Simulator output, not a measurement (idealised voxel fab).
process module | voxel self aligned vias
cross-section cut | 225 nm wide | cells 5 nm
A cross-section is a grid of square cells, given in bands from the top down. A band is one or more rows of cells.
Each band's line starts with the height of the band's top and of its bottom, in nm. Then come its materials from left to right, each with its width in nm. One material with "throughout" fills the band from edge to edge. "air" is empty space.
Height 0 is the level under which the wafer as received is all one material. The lowest band goes on downwards, as in "0 down".
A width such as "30 to 40" changes by the same amount from each row of cells to the next, from the band's top row to its bottom row.
"no change" after a step means that no cell of the cross-section changed.
closed voids: empty space of 8 cells or more with no open way to the top, each as width x height at its distance from the left edge, in nm
after a step's settings: what the simulator itself notes on the step
overlay nm, on a step with a mask: how far to the right of its planned place the mask lay; to the left if negative
plan
1 op RECEIVE | material Si
2 op CONFORMAL_DEP | material SiO2 | thk nm 15
3 op CONFORMAL_DEP | material SiCN | thk nm 5
4 op DIRECTIONAL_DEP | material SiO2 | thk nm 20
5 op DIRECTIONAL_DEP | material aC | thk nm 15
6 op PATTERN | tone open | mask id LINES | material resist | width nm 20 | pitch nm 50 | thk nm 35 | overlay nm 0
7 op DIRECTIONAL_ETCH | etch materials aC | depth nm 15
8 op STRIP | etch materials resist
9 op DIRECTIONAL_ETCH | etch materials SiO2 | depth nm 20
10 op STRIP | etch materials aC
11 op CONFORMAL_DEP | material TiN | thk nm 5
12 op FILL_DEP | material W | thk nm 5
13 op CMP | height nm 40
14 op SELECTIVE_ETCH | etch materials W Ru TiN | depth nm 5
15 op FILL_DEP | material SiN | thk nm 5
16 op CMP | height nm 40
17 op DIRECTIONAL_DEP | material SiO2 | thk nm 15
18 op DIRECTIONAL_DEP | material aC | thk nm 15
19 op PATTERN | tone open | mask id VIAS | material resist | width nm 30 | pitch nm 50 | thk nm 30 | overlay nm 0
20 op DIRECTIONAL_ETCH | etch materials aC | depth nm 15
21 op STRIP | etch materials resist
22 op DIRECTIONAL_ETCH | etch materials SiO2 | depth nm 15
23 op DIRECTIONAL_ETCH | etch materials SiN | depth nm 5
24 op STRIP | etch materials aC
25 op CONFORMAL_DEP | material TiN | thk nm 5
26 op FILL_DEP | material Cu | thk nm 10
27 op CMP | height nm 55
28 op CONFORMAL_DEP | material SiCN | thk nm 5
as received, after step 1
  0 down: Si throughout
  closed voids: none
a wafer at the end: this start, this plan, one mistake
  60 to 55: SiCN throughout
  55 to 40: SiO2 70 | TiN 5 | Cu 20 | TiN 5 | SiO2 20 | TiN 5 | Cu 20 | TiN 5 | SiO2 75
  40 to 35: SiN 70 | TiN 30 | SiN 20 | TiN 30 | SiN 75
  35 to 30: SiO2 75 | SiN 20 | SiO2 30 | SiN 20 | SiO2 80
  30 to 25: SiO2 75 | TiN 5 | W 10 | TiN 5 | SiO2 30 | TiN 5 | W 10 | TiN 5 | SiO2 80
  25 to 20: SiO2 75 | TiN 20 | SiO2 30 | TiN 20 | SiO2 80
  20 to 15: SiCN throughout
  15 to 0: SiO2 throughout
  0 down: Si throughout
  closed voids: none
what went wrong: step 13 ran as: op CMP | height nm 35
